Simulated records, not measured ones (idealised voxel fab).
Process module, titled voxel transistor to metal
Shown is cross-section cut, with a width of 140 nm and square cells of size 5 nm.
Think of the cross-section as a grid of square cells. We describe it in bands, top to bottom, and each band covers one or more rows of those cells. The band entry comprises the height of the band's top followed by the height of its bottom, expressed in nm, and subsequently the band's materials from left to right, each stated together with its width in nm. Where a single material is marked with the word "all across", that material fills the band from edge to edge. The word "empty" represents empty space. It should be noted that heights are counted from 0, beneath which the wafer as supplied is of one material throughout, and that the lowest band possesses no lower boundary but continues downward, as written in "0 down". The width entry "30..40" should be interpreted row by row: the top row of cells in the band takes the first number, the bottom row takes the second number, and the change between adjacent rows is uniform throughout. A step reported as "no alterations made" is a step in which no cell of the cross-section changed. Entry "Fully sealed voids". Content: empty spaces with no open connection to the top, size 8 cells or greater. Each: width x height at distance. Distance: from left edge. Unit: nm. Heads up: the bit after the settings on a step's line is the simulator's remark on that step. The "overlay nm" setting may appear on a step's line; for a step that uses a mask, it gives how far to the right of its planned position the mask lay, and a negative value indicates the left.
# The steps planned for the process are as follows
1 RECEIVE | material Si
2 OXIDIZE | depth nm 5
3 CONFORMAL_DEP | material SiN | thk nm 15
4 MASKED_ETCH | tone cover | mask id ACTIVE | width nm 110 | etch materials SiN | depth nm 15 | overlay nm 0
5 MASKED_ETCH | tone cover | mask id ACTIVE | width nm 110 | etch materials SiO2 | depth nm 5 | overlay nm 0
6 MASKED_ETCH | tone cover | mask id ACTIVE | width nm 110 | etch materials Si | depth nm 35 | overlay nm 0
7 FILL_DEP | material SiO2 | thk nm 5
8 CMP | height nm 15
9 SELECTIVE_ETCH | etch materials SiO2 | depth nm 10
10 STRIP | etch materials SiN
11 SELECTIVE_ETCH | etch materials SiO2 | depth nm 5
12 OXIDIZE | depth nm 5
13 DIRECTIONAL_DEP | material polySi | thk nm 30
14 DIRECTIONAL_DEP | material SiCN | thk nm 15
15 DIRECTIONAL_DEP | material aC | thk nm 10
16 PATTERN | tone cover | mask id GATE | material resist | width nm 20 | thk nm 25 | overlay nm 0
17 DIRECTIONAL_ETCH | etch materials aC | depth nm 10
18 STRIP | etch materials resist
19 DIRECTIONAL_ETCH | etch materials SiCN | depth nm 25
20 DIRECTIONAL_ETCH | etch materials polySi | depth nm 40
21 STRIP | etch materials aC
22 CONFORMAL_DEP | material SiO2 | thk nm 5
23 DIRECTIONAL_ETCH | etch materials SiO2 | depth nm 5
24 CONFORMAL_DEP | material SiN | thk nm 5
25 DIRECTIONAL_ETCH | etch materials SiN | depth nm 5
26 DIRECTIONAL_ETCH | etch materials SiO2 | depth nm 5
27 DIRECTIONAL_ETCH | etch materials Si | depth nm 10
28 EPI | material SiGe | thk nm 15
29 FILL_DEP | material SiO2 | thk nm 5
30 CMP | height nm 40
31 DIRECTIONAL_DEP | material SiO2 | thk nm 15
32 DIRECTIONAL_DEP | material aC | thk nm 15
33 PATTERN | tone open | mask id CONTACT | material resist | width nm 20 | pitch nm 80 | thk nm 30 | overlay nm 0
34 DIRECTIONAL_ETCH | etch materials aC | depth nm 15
35 STRIP | etch materials resist
36 DIRECTIONAL_ETCH | etch materials SiO2 | depth nm 50
37 STRIP | etch materials aC
38 CONFORMAL_DEP | material TiN | thk nm 5
39 FILL_DEP | material Ru | thk nm 10
40 CMP | height nm 55
41 CONFORMAL_DEP | material SiCN | thk nm 5
42 DIRECTIONAL_DEP | material SiO2 | thk nm 15
43 DIRECTIONAL_DEP | material aC | thk nm 15
44 PATTERN | tone open | mask id METAL_1 | material resist | width nm 20 | pitch nm 80 | thk nm 35 | overlay nm 0
45 DIRECTIONAL_ETCH | etch materials aC | depth nm 15
46 STRIP | etch materials resist
47 DIRECTIONAL_ETCH | etch materials SiO2 | depth nm 15
48 DIRECTIONAL_ETCH | etch materials SiCN | depth nm 5
49 STRIP | etch materials aC
50 CONFORMAL_DEP | material TiN | thk nm 5
51 FILL_DEP | material W | thk nm 10
52 CMP | height nm 75
53 CONFORMAL_DEP | material SiCN | thk nm 5
# Wafer as received: cross-section following step 1
  0 down  Si all across
  Fully sealed voids: none
# The following cross-section depicts the wafer upon conclusion of the module. Processing commenced from the starting condition illustrated above and adhered to the plan illustrated above, save for one mistake in execution
  80 to 75  SiCN all across
  75 to 70  SiCN 20 | TiN 20 | SiCN 60 | TiN 20 | SiCN 20
  70 to 55  SiO2 all across
  55 to 40  SiO2 20 | TiN 5 | Ru 10 | TiN 5 | SiO2 60 | TiN 5 | Ru 10 | TiN 5 | SiO2 20
  40 to 25  SiO2 20 | TiN 5 | Ru 10 | TiN 5 | SiO2 10 | SiN 5 | SiO2 5 | SiCN 20 | SiO2 5 | SiN 5 | SiO2 10 | TiN 5 | Ru 10 | TiN 5 | SiO2 20
  25 to 10  SiO2 20 | TiN 5 | Ru 10 | TiN 5 | SiO2 10 | SiN 5 | SiO2 5 | polySi 20 | SiO2 5 | SiN 5 | SiO2 10 | TiN 5 | Ru 10 | TiN 5 | SiO2 20
  10 to 5  SiO2 20 | TiN 20 | SiO2 10 | SiN 5 | SiO2 5 | polySi 20 | SiO2 5 | SiN 5 | SiO2 10 | TiN 20 | SiO2 20
  5 to 0  SiO2 15 | SiGe 35 | SiN 5 | SiO2 5 | polySi 20 | SiO2 5 | SiN 5 | SiGe 35 | SiO2 15
  0 to -5  SiO2 15 | SiN 5 | SiGe 30 | SiN 5 | SiO2 5 | polySi 20 | SiO2 5 | SiN 5 | SiGe 30 | SiN 5 | SiO2 15
  -5 to -10  SiO2 20 | SiGe 30 | SiO2 40 | SiGe 30 | SiO2 20
  -10 to -20  SiO2 15 | Si 5 | SiGe 30 | Si 40 | SiGe 30 | Si 5 | SiO2 15
  -20 to -40  SiO2 15 | Si 110 | SiO2 15
  -40 down  Si all across
  Fully sealed voids: none
Plan not followed: steps 41 and 42 of the plan were each performed in the slot designated for the other
